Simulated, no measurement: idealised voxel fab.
This is a process module. Its name is voxel transistor to metal.
It is cross-section cut that appears here, measuring 295 nm in width, its square cells being 5 nm in size.
Think of the cross-section as a grid of square cells. We describe it in bands, top to bottom, and each band covers one or more rows of those cells. For a band, the entry starts with two heights in nm, that of the top and then that of the bottom, and carries on with the band's materials in order from left to right, each alongside its width in nm; the word "throughout" beside a single material means it fills the band edge to edge, and "empty" means empty space. Note: height 0 marks the level under which the wafer is uniformly one material as received. Lowest band unbounded below, written "0 nm and below". The expression "30->40" gives the width at the extremes of the band, the first number at its top row of cells and the second at its bottom row, with the width changing by equal amounts from each row to the next in between. You'll sometimes find "no modification" written for a step, and that's the way of saying that nowhere in the cross-section did a cell change during that step. The list in "closed voids" covers empty spaces of 8 cells or more that cannot reach the top through any open way, and it gives each as width x height at distance; the distance is from the left edge, and width, height and distance are in nm. That trailing text on a step's line, after the settings, is the simulator's own remark on the step. overlay nm: where the mask lay relative to plan, measured to the right, on steps with a mask; negatives go left.

Planned step list for the process:
1,op RECEIVE | material Si
2,op CONFORMAL_DEP | material SiO2 | thk nm 5
3,op CONFORMAL_DEP | material SiN | thk nm 10
4,op PATTERN | tone cover | mask id ACTIVE | material resist | width nm 115 | pitch nm 145 | thk nm 15 | overlay nm 0
5,op DIRECTIONAL_ETCH | etch materials SiN | depth nm 10
6,op DIRECTIONAL_ETCH | etch materials SiO2 | depth nm 5
7,op DIRECTIONAL_ETCH | etch materials Si | depth nm 20
8,op STRIP | etch materials resist
9,op OXIDIZE | depth nm 5
10,op FILL_DEP | material SiO2 | thk nm 5
11,op CMP | height nm 15
12,op SELECTIVE_ETCH | etch materials SiO2 | depth nm 10
13,op STRIP | etch materials SiN
14,op SELECTIVE_ETCH | etch materials SiO2 | depth nm 5
15,op OXIDIZE | depth nm 5
16,op DIRECTIONAL_DEP | material polySi | thk nm 30
17,op DIRECTIONAL_DEP | material SiCN | thk nm 10
18,op DIRECTIONAL_DEP | material aC | thk nm 10
19,op PATTERN | tone cover | mask id GATE | material resist | width nm 35 | pitch nm 145 | thk nm 25 | overlay nm 0
20,op DIRECTIONAL_ETCH | etch materials aC | depth nm 10
21,op STRIP | etch materials resist
22,op DIRECTIONAL_ETCH | etch materials SiCN | depth nm 20
23,op DIRECTIONAL_ETCH | etch materials polySi | depth nm 40
24,op STRIP | etch materials aC
25,op CONFORMAL_DEP | material SiN | thk nm 10
26,op DIRECTIONAL_ETCH | etch materials SiN | depth nm 10
27,op DIRECTIONAL_ETCH | etch materials SiO2 | depth nm 5
28,op EPI | material pSi | thk nm 5
29,op FILL_DEP | material SiO2 | thk nm 10
30,op CMP | height nm 30
31,op STRIP | etch materials polySi
32,op SELECTIVE_ETCH | etch materials SiO2 | depth nm 5
33,op CONFORMAL_DEP | material HfO2 | thk nm 5
34,op CONFORMAL_DEP | material TiN | thk nm 5
35,op FILL_DEP | material W | thk nm 10
36,op CMP | height nm 25
37,op DIRECTIONAL_DEP | material SiO2 | thk nm 10
38,op MASKED_ETCH | tone open | mask id CONTACT | width nm 15 | etch materials SiO2 | depth nm 35 | overlay nm 0
39,op CONFORMAL_DEP | material TiN | thk nm 5
40,op FILL_DEP | material Ru | thk nm 5
41,op CMP | height nm 35
42,op DIRECTIONAL_DEP | material TiN | thk nm 5
43,op DIRECTIONAL_DEP | material Ru | thk nm 15
44,op DIRECTIONAL_DEP | material aC | thk nm 15
45,op PATTERN | tone cover | mask id METAL_1 | material resist | width nm 15 | thk nm 30 | overlay nm 0
46,op DIRECTIONAL_ETCH | etch materials aC | depth nm 15
47,op STRIP | etch materials resist
48,op DIRECTIONAL_ETCH | etch materials Ru | depth nm 15
49,op DIRECTIONAL_ETCH | etch materials TiN | depth nm 5
50,op STRIP | etch materials aC
51,op CONFORMAL_DEP | material SiN | thk nm 5
52,op FILL_DEP | material lowk | thk nm 5
53,op CMP | height nm 55
54,op CONFORMAL_DEP | material SiN | thk nm 5
Don't read the plan's thk nm for step 42 as applying to every wafer: that's the first wafer's value, and the wafers differ in it, though they all start identical.

First of several wafers, received after step 1, in cross-section:
0 nm and below  Si throughout
closed voids: none

For your reference, the table is organized with a row per wafer; each row reflects the wafer at the end of the module, indicating for each material the cells gained (+) or lost (-) since receipt, and thereafter its closed voids:
thk nm 5 | +38 HfO2 | +60 Ru | -127 Si | +170 SiN | +304 SiO2 | +98 TiN | +24 W | +117 lowk | +24 pSi | closed voids: none
thk nm 10 | +38 HfO2 | +48 Ru | -127 Si | +162 SiN | +304 SiO2 | +157 TiN | +24 W | +78 lowk | +24 pSi | closed voids: none
thk nm 15 | +38 HfO2 | +36 Ru | -127 Si | +154 SiN | +304 SiO2 | +216 TiN | +24 W | +39 lowk | +24 pSi | closed voids: none
thk nm 20 | +38 HfO2 | +24 Ru | -127 Si | +146 SiN | +304 SiO2 | +275 TiN | +24 W | +24 pSi | closed voids: none
